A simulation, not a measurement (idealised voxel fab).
process module | voxel air gaps
cross-section cut | 260 nm wide | cells 5 nm
A cross-section is a grid of square cells, given in bands from the top down. A band is one or more rows of cells.
Each band's line starts with the height of the band's top and of its bottom, in nm. Then come its materials from left to right, each with its width in nm. One material with "throughout" fills the band from edge to edge. "air" is empty space.
Height 0 is the level under which the wafer as received is all one material. The lowest band goes on downwards, as in "0 down".
A width such as "30 to 40" changes by the same amount from each row of cells to the next, from the band's top row to its bottom row.
"no change" after a step means that no cell of the cross-section changed.
closed voids: empty space of 8 cells or more with no open way to the top, each as width x height at its distance from the left edge, in nm
after a step's settings: what the simulator itself notes on the step
overlay nm, on a step with a mask: how far to the right of its planned place the mask lay; to the left if negative
plan
1 op RECEIVE | material Si
2 op CONFORMAL_DEP | material SiO2 | thk nm 10
3 op CONFORMAL_DEP | material SiCN | thk nm 5
4 op DIRECTIONAL_DEP | material lowk | thk nm 35
5 op DIRECTIONAL_DEP | material aC | thk nm 10
6 op PATTERN | tone open | mask id LINES | material resist | width nm 25 | pitch nm 55 | thk nm 30 | overlay nm -15
7 op DIRECTIONAL_ETCH | etch materials aC | depth nm 10
8 op STRIP | etch materials resist
9 op DIRECTIONAL_ETCH | etch materials lowk | depth nm 35
10 op STRIP | etch materials aC
11 op CONFORMAL_DEP | material TiN | thk nm 5
12 op FILL_DEP | material Ru | thk nm 10
13 op CMP | height nm 50
14 op EPI | material Ru | thk nm 10
15 op SELECTIVE_ETCH | etch materials lowk | depth nm 45
16 op CONFORMAL_DEP | material SiCN | thk nm 5
varied across the wafers: overlay nm of step 6. The plan shows the first wafer's value. All wafers start alike
first wafer as received, after step 1
  0 down: Si throughout
  closed voids: none
first wafer at the end, after step 16
  65 to 60: air 5 | SiCN 220 | air 35
  60 to 50: air 5 | SiCN 5 | Ru 45 | SiCN 10 | Ru 45 | SiCN 10 | Ru 45 | SiCN 10 | Ru 45 | SiCN 5 | air 35
  50 to 45: air 5 | SiCN 15 | TiN 5 | Ru 15 | TiN 5 | SiCN 30 | TiN 5 | Ru 15 | TiN 5 | SiCN 30 | TiN 5 | Ru 15 | TiN 5 | SiCN 30 | TiN 5 | Ru 15 | TiN 5 | SiCN 15 | air 35
  45 to 20: air 15 | SiCN 5 | TiN 5 | Ru 15 | TiN 5 | SiCN 5 | air 20 | SiCN 5 | TiN 5 | Ru 15 | TiN 5 | SiCN 5 | air 20 | SiCN 5 | TiN 5 | Ru 15 | TiN 5 | SiCN 5 | air 20 | SiCN 5 | TiN 5 | Ru 15 | TiN 5 | SiCN 5 | air 45
  20 to 15: SiCN 20 | TiN 25 | SiCN 30 | TiN 25 | SiCN 30 | TiN 25 | SiCN 30 | TiN 25 | SiCN 50
  15 to 10: SiCN throughout
  10 to 0: SiO2 throughout
  0 down: Si throughout
  closed voids: 20 x 25 at 50; 20 x 25 at 105; 20 x 25 at 160
last wafer at the end
  65 to 60: air 35 | SiCN 220 | air 5
  60 to 50: air 35 | SiCN 5 | Ru 45 | SiCN 10 | Ru 45 | SiCN 10 | Ru 45 | SiCN 10 | Ru 45 | SiCN 5 | air 5
  50 to 45: air 35 | SiCN 15 | TiN 5 | Ru 15 | TiN 5 | SiCN 30 | TiN 5 | Ru 15 | TiN 5 | SiCN 30 | TiN 5 | Ru 15 | TiN 5 | SiCN 30 | TiN 5 | Ru 15 | TiN 5 | SiCN 15 | air 5
  45 to 20: air 45 | SiCN 5 | TiN 5 | Ru 15 | TiN 5 | SiCN 5 | air 20 | SiCN 5 | TiN 5 | Ru 15 | TiN 5 | SiCN 5 | air 20 | SiCN 5 | TiN 5 | Ru 15 | TiN 5 | SiCN 5 | air 20 | SiCN 5 | TiN 5 | Ru 15 | TiN 5 | SiCN 5 | air 15
  20 to 15: SiCN 50 | TiN 25 | SiCN 30 | TiN 25 | SiCN 30 | TiN 25 | SiCN 30 | TiN 25 | SiCN 20
  15 to 10: SiCN throughout
  10 to 0: SiO2 throughout
  0 down: Si throughout
  closed voids: 20 x 25 at 80; 20 x 25 at 135; 20 x 25 at 190
each wafer at the end: cells of each material gained (+) or lost (-) since it was received, then its closed voids
overlay nm -15 | +144 Ru | +208 SiCN | +104 SiO2 | +68 TiN | closed voids: 20 x 25 at 50; 20 x 25 at 105; 20 x 25 at 160
overlay nm -10 | +144 Ru | +208 SiCN | +104 SiO2 | +68 TiN | closed voids: 20 x 25 at 55; 20 x 25 at 110; 20 x 25 at 165
overlay nm -5 | +144 Ru | +208 SiCN | +104 SiO2 | +68 TiN | closed voids: 20 x 25 at 60; 20 x 25 at 115; 20 x 25 at 170
overlay nm 0 | +144 Ru | +208 SiCN | +104 SiO2 | +68 TiN | closed voids: 20 x 25 at 65; 20 x 25 at 120; 20 x 25 at 175
overlay nm 5 | +144 Ru | +208 SiCN | +104 SiO2 | +68 TiN | closed voids: 20 x 25 at 70; 20 x 25 at 125; 20 x 25 at 180
overlay nm 10 | +144 Ru | +208 SiCN | +104 SiO2 | +68 TiN | closed voids: 20 x 25 at 75; 20 x 25 at 130; 20 x 25 at 185
overlay nm 15 | +144 Ru | +208 SiCN | +104 SiO2 | +68 TiN | closed voids: 20 x 25 at 80; 20 x 25 at 135; 20 x 25 at 190
